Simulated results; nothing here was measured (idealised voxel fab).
process module | voxel self aligned contacts
cross-section cut | 240 nm wide | cells 5 nm
A cross-section is a grid of square cells, given in bands from the top down. A band is one or more rows of cells.
Each band's line starts with the height of the band's top and of its bottom, in nm. Then come its materials from left to right, each with its width in nm. One material with "throughout" fills the band from edge to edge. "air" is empty space.
Height 0 is the level under which the wafer as received is all one material. The lowest band goes on downwards, as in "0 down".
A width such as "30 to 40" changes by the same amount from each row of cells to the next, from the band's top row to its bottom row.
"no change" after a step means that no cell of the cross-section changed.
closed voids: empty space of 8 cells or more with no open way to the top, each as width x height at its distance from the left edge, in nm
after a step's settings: what the simulator itself notes on the step
overlay nm, on a step with a mask: how far to the right of its planned place the mask lay; to the left if negative
plan
1 op RECEIVE | material Si
2 op OXIDIZE | depth nm 5
3 op DIRECTIONAL_DEP | material polySi | thk nm 25
4 op DIRECTIONAL_DEP | material SiN | thk nm 20
5 op DIRECTIONAL_DEP | material aC | thk nm 15
6 op PATTERN | tone cover | mask id GATE | material resist | width nm 25 | pitch nm 55 | thk nm 30 | overlay nm 0
7 op DIRECTIONAL_ETCH | etch materials aC | depth nm 15
8 op STRIP | etch materials resist
9 op DIRECTIONAL_ETCH | etch materials SiN | depth nm 20
10 op DIRECTIONAL_ETCH | etch materials polySi | depth nm 25
11 op STRIP | etch materials aC
12 op CONFORMAL_DEP | material SiN | thk nm 5
13 op DIRECTIONAL_ETCH | etch materials SiN | depth nm 5
14 op FILL_DEP | material SiO2 | thk nm 20
15 op CMP | height nm 55
16 op PATTERN | tone open | mask id CONTACT | material resist | width nm 40 | pitch nm 55 | thk nm 20 | overlay nm 0
17 op DIRECTIONAL_ETCH | etch materials SiO2 | depth nm 60
18 op STRIP | etch materials resist
19 op CONFORMAL_DEP | material TiN | thk nm 5
20 op FILL_DEP | material W | thk nm 5
21 op CMP | height nm 55
22 op CONFORMAL_DEP | material SiCN | thk nm 5
as received, after step 1
  0 down: Si throughout
  closed voids: none
first wafer at the end, as planned
  60 to 55: SiCN throughout
  55 to 45: SiO2 70 | TiN 5 to 15 | W 30 to 10 | TiN 5 to 15 | SiO2 15 | TiN 5 to 15 | W 30 to 10 | TiN 5 to 15 | SiO2 75
  45 to 25: SiO2 45 | SiN 35 | TiN 5 | W 10 | TiN 5 | SiN 35 | TiN 5 | W 10 | TiN 5 | SiN 35 | SiO2 50
  25 to 0: SiO2 45 | SiN 5 | polySi 25 | SiN 5 | TiN 5 | W 10 | TiN 5 | SiN 5 | polySi 25 | SiN 5 | TiN 5 | W 10 | TiN 5 | SiN 5 | polySi 25 | SiN 5 | SiO2 50
  0 to -5: SiO2 80 | TiN 20 | SiO2 35 | TiN 20 | SiO2 85
  -5 down: Si throughout
  closed voids: none
second wafer at the end: like start, like plan, one mistake
  60 to 55: SiCN throughout
  55 to 50: TiN 75 | W 30 | TiN 25 | W 30 | TiN 80
  50 to 45: SiO2 70 | TiN 15 | W 10 | TiN 15 | SiO2 15 | TiN 15 | W 10 | TiN 15 | SiO2 75
  45 to 25: SiO2 45 | SiN 35 | TiN 5 | W 10 | TiN 5 | SiN 35 | TiN 5 | W 10 | TiN 5 | SiN 35 | SiO2 50
  25 to 0: SiO2 45 | SiN 5 | polySi 25 | SiN 5 | TiN 5 | W 10 | TiN 5 | SiN 5 | polySi 25 | SiN 5 | TiN 5 | W 10 | TiN 5 | SiN 5 | polySi 25 | SiN 5 | SiO2 50
  0 to -5: SiO2 80 | TiN 20 | SiO2 35 | TiN 20 | SiO2 85
  -5 down: Si throughout
  closed voids: none
what went wrong: step 15 ran as: op CMP | height nm 50
at the end the second wafer has, in cells: 32 fewer of SiO2 | 32 more of TiN
